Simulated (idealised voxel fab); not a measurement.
Name of the process module below: voxel capacitor over wiring
FYI the section here is cut, 235 nm wide, cells are 5 nm squares.
Cross-section, as written here: a square-cell grid given band by band from the top down, where a band holds one or more rows of cells. Heads up on the band format: heights come first, top then bottom, in nm. After that it's the materials left to right, each with its width in nm. A single material flagged "throughout" fills the whole band edge to edge, and "air" means there's empty space there. Ref level 0: as-received wafer is one material below here. Bottom band extends down with no lower bound ("0 and below"). A two-number width, for instance "30..40", indicates that the width is equal to the first number in the top row of the band and to the second number in the bottom row, and that it changes by a constant amount per row of cells. Step note "stayed the same" = no cross-section cell changed. For the entry "Completely enclosed voids", the listed items are empty spaces with no open way to the top whose size is 8 cells or more; each item follows the pattern width x height at distance, where distance is from the left edge and all three are in nm. Read whatever lies past the settings on a step's line as the simulator's own remark about the step. The line of a step may include "overlay nm". On a step with a mask, this value is how far to the right of its planned place the mask lay. A negative value means the mask lay to the left.

**Process steps (planned)**
step 1: RECEIVE (material Si)
step 2: CONFORMAL_DEP (material SiO2; thk nm 10)
step 3: CONFORMAL_DEP (material SiCN; thk nm 5)
step 4: DIRECTIONAL_DEP (material lowk; thk nm 20)
step 5: DIRECTIONAL_DEP (material aC; thk nm 15)
step 6: PATTERN (tone open; mask id METAL_1; material resist; width nm 30; pitch nm 85; thk nm 30; overlay nm 0)
step 7: DIRECTIONAL_ETCH (etch materials aC; depth nm 15)
step 8: STRIP (etch materials resist)
step 9: DIRECTIONAL_ETCH (etch materials lowk; depth nm 20)
step 10: DIRECTIONAL_ETCH (etch materials SiCN; depth nm 5)
step 11: STRIP (etch materials aC)
step 12: CONFORMAL_DEP (material TiN; thk nm 5)
step 13: FILL_DEP (material Ru; thk nm 10)
step 14: CMP (height nm 35)
step 15: CONFORMAL_DEP (material SiCN; thk nm 5)
step 16: DIRECTIONAL_DEP (material lowk; thk nm 10)
step 17: MASKED_ETCH (tone open; mask id PLUG_1; width nm 15; etch materials lowk; depth nm 10; overlay nm 0)
step 18: MASKED_ETCH (tone open; mask id PLUG_1; width nm 15; etch materials SiCN; depth nm 5; overlay nm 0)
step 19: EPI (material Ru; thk nm 10)
step 20: EPI (material Ru; thk nm 5)
step 21: DIRECTIONAL_DEP (material TiN; thk nm 10)
step 22: DIRECTIONAL_DEP (material HfO2; thk nm 5)
step 23: DIRECTIONAL_DEP (material TiN; thk nm 5)
step 24: PATTERN (tone cover; mask id UPPER_PLATE; material resist; width nm 60; thk nm 15; overlay nm 0)
step 25: DIRECTIONAL_ETCH (etch materials TiN; depth nm 5)
step 26: DIRECTIONAL_ETCH (etch materials HfO2; depth nm 5)
step 27: STRIP (etch materials resist)
step 28: PATTERN (tone cover; mask id LOWER_PLATE; material resist; width nm 70; thk nm 20; overlay nm 0)
step 29: DIRECTIONAL_ETCH (etch materials TiN; depth nm 10)
step 30: STRIP (etch materials resist)
step 31: FILL_DEP (material SiO2; thk nm 20)
step 32: CMP (height nm 85)
step 33: DIRECTIONAL_DEP (material aC; thk nm 10)
step 34: PATTERN (tone open; mask id PLUG_2; material resist; width nm 15; thk nm 30; overlay nm 0)
step 35: DIRECTIONAL_ETCH (etch materials aC; depth nm 10)
step 36: STRIP (etch materials resist)
step 37: DIRECTIONAL_ETCH (etch materials SiO2; depth nm 15)
step 38: STRIP (etch materials aC)
step 39: CONFORMAL_DEP (material TiN; thk nm 5)
step 40: FILL_DEP (material Cu; thk nm 5)
step 41: CMP (height nm 85)
step 42: CONFORMAL_DEP (material SiN; thk nm 5)

**Received-state cross-section, reflecting completion of step 1**
- 0 and below  Si throughout
- Completely enclosed voids: none

**Sectioned view, first of two wafers, at the close of the module, processed as intended in the plan**
- 90 down to 85  SiN throughout
- 85 down to 75  SiO2=85  TiN=5  Cu=5  TiN=5  SiO2=135
- 75 down to 65  SiO2=85..75  TiN=15..60  SiO2=135..100
- 65 down to 60  SiO2=75  HfO2=60  SiO2=100
- 60 down to 50  SiO2=70  TiN=70  SiO2=95
- 50 down to 40  lowk=75  Ru=15  lowk=145
- 40 down to 35  SiCN=75  Ru=15  SiCN=145
- 35 down to 15  lowk=60  TiN=5  Ru=20  TiN=5  lowk=55  TiN=5  Ru=20  TiN=5  lowk=60
- 15 down to 10  SiCN=60  TiN=30  SiCN=55  TiN=30  SiCN=60
- 10 down to 0  SiO2 throughout
- 0 and below  Si throughout
- Completely enclosed voids: none

**Wafer two, end of module, cross-section. Same start, same plan as wafer one. One mistake in the run**
- 90 down to 85  SiN throughout
- 85 down to 75  SiO2=85  TiN=5  Cu=5  TiN=5  SiO2=135
- 75 down to 65  SiO2=85..75  TiN=15  SiO2=135..145
- 65 down to 60  SiO2=75  HfO2=15  SiO2=145
- 60 down to 55  SiO2=75  TiN=60  SiO2=100
- 55 down to 50  SiO2=75  TiN=15  HfO2=45  SiO2=100
- 50 down to 40  SiO2=70  TiN=5  lowk=15  TiN=50  SiO2=95
- 40 down to 35  SiCN throughout
- 35 down to 15  lowk=60  TiN=5  Ru=20  TiN=5  lowk=55  TiN=5  Ru=20  TiN=5  lowk=60
- 15 down to 10  SiCN=60  TiN=30  SiCN=55  TiN=30  SiCN=60
- 10 down to 0  SiO2 throughout
- 0 and below  Si throughout
- Completely enclosed voids: none
In executing the process, a mistake was made relative to the plan: off-plan run, step 17, actual operation and settings MASKED_ETCH (tone cover; mask id PLUG_1; width nm 15; etch materials lowk; depth nm 10; overlay nm 0)
Per the end-of-run cell counts, the second wafer holds more or fewer of some materials than the first: Ru -9; SiCN +3; SiO2 +88; lowk -82
